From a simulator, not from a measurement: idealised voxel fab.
Title: Process Module voxel fin reveal
Each square cell in cross-section cut measures 5 nm, and the section as a whole is 235 nm wide.
Heads up, the way a cross-section reads in here is a grid of square cells, handed over as bands from the top down, with every band being one or more rows of cells. Heads up on the band format: heights come first, top then bottom, in nm. After that it's the materials left to right, each with its width in nm. A single material flagged "all across" fills the whole band edge to edge, and "empty" means there's empty space there. All heights in this document are referenced to 0, defined as the level beneath which the wafer, as received, consists entirely of one material. The lowest band is not bounded below; it extends indefinitely downward and is written in the form "0 down". A width such as "30 to 40" changes by the same amount from each row of cells to the next, from the band's top row to its bottom row. No cell of the cross-section changed in a step that is given as "remained the same". "closed voids" - sealed voids, min. 8 cells, no opening to top; format: width x height at distance (distance from left edge; nm throughout). On each step's line, the part that comes after the settings is the simulator's own comment on the step. What "overlay nm" on a step's line means: if the step has a mask, that mask lay this far to the right of its planned place, or, when the value is negative, to the left.

PROCESS STEPS - PLAN
1) RECEIVE, material Si
2) CONFORMAL_DEP, material SiN, thk nm 5
3) PATTERN, tone cover, mask id FINS, material resist, width nm 15, pitch nm 35, thk nm 15, overlay nm 0
4) DIRECTIONAL_ETCH, etch materials SiN, depth nm 5
5) DIRECTIONAL_ETCH, etch materials Si, depth nm 30
6) STRIP, etch materials resist
7) OXIDIZE, depth nm 5
8) FILL_DEP, material SiO2, thk nm 10
9) CMP, height nm 5
10) SELECTIVE_ETCH, etch materials SiO2, depth nm 15
11) STRIP, etch materials SiN
12) CONFORMAL_DEP, material SiO2, thk nm 5

WAFER AS RECEIVED: CROSS-SECTION FOLLOWING STEP 1
    0 down = Si all across
    closed voids: none

FIRST OF TWO WAFERS: CROSS-SECTION AT END OF MODULE, RUN PER PLAN
    5 to 0 = 90 nm empty  15 nm SiO2  20 nm empty  15 nm SiO2  95 nm empty
    0 to -5 = 90 nm empty  5 nm SiO2  5 nm Si  5 nm SiO2  20 nm empty  5 nm SiO2  5 nm Si  5 nm SiO2  95 nm empty
    -5 to -35 = 95 nm SiO2  5 nm Si  30 nm SiO2  5 nm Si  100 nm SiO2
    -35 down = Si all across
    closed voids: none

SO THIS IS WAFER NUMBER TWO OF THE TWO, CUT AT THE END OF THE MODULE - IT STARTED WHERE THE FIRST DID AND HAD THE SAME PLAN, WE JUST GOT ONE THING WRONG RUNNING IT
    5 to 0 = 85 nm empty  15 nm SiO2  20 nm empty  15 nm SiO2  100 nm empty
    0 to -5 = 85 nm empty  5 nm SiO2  5 nm Si  5 nm SiO2  20 nm empty  5 nm SiO2  5 nm Si  5 nm SiO2  100 nm empty
    -5 to -35 = 90 nm SiO2  5 nm Si  30 nm SiO2  5 nm Si  105 nm SiO2
    -35 down = Si all across
    closed voids: none
What was the processing mistake? it should be noted that step 3 was executed with settings other than those planned, the operation and settings actually applied being PATTERN, tone cover, mask id FINS, material resist, width nm 15, pitch nm 35, thk nm 15, overlay nm -5
Same inventory, different map: at the end, the second wafer holds as many cells of each material as the first, placed elsewhere.
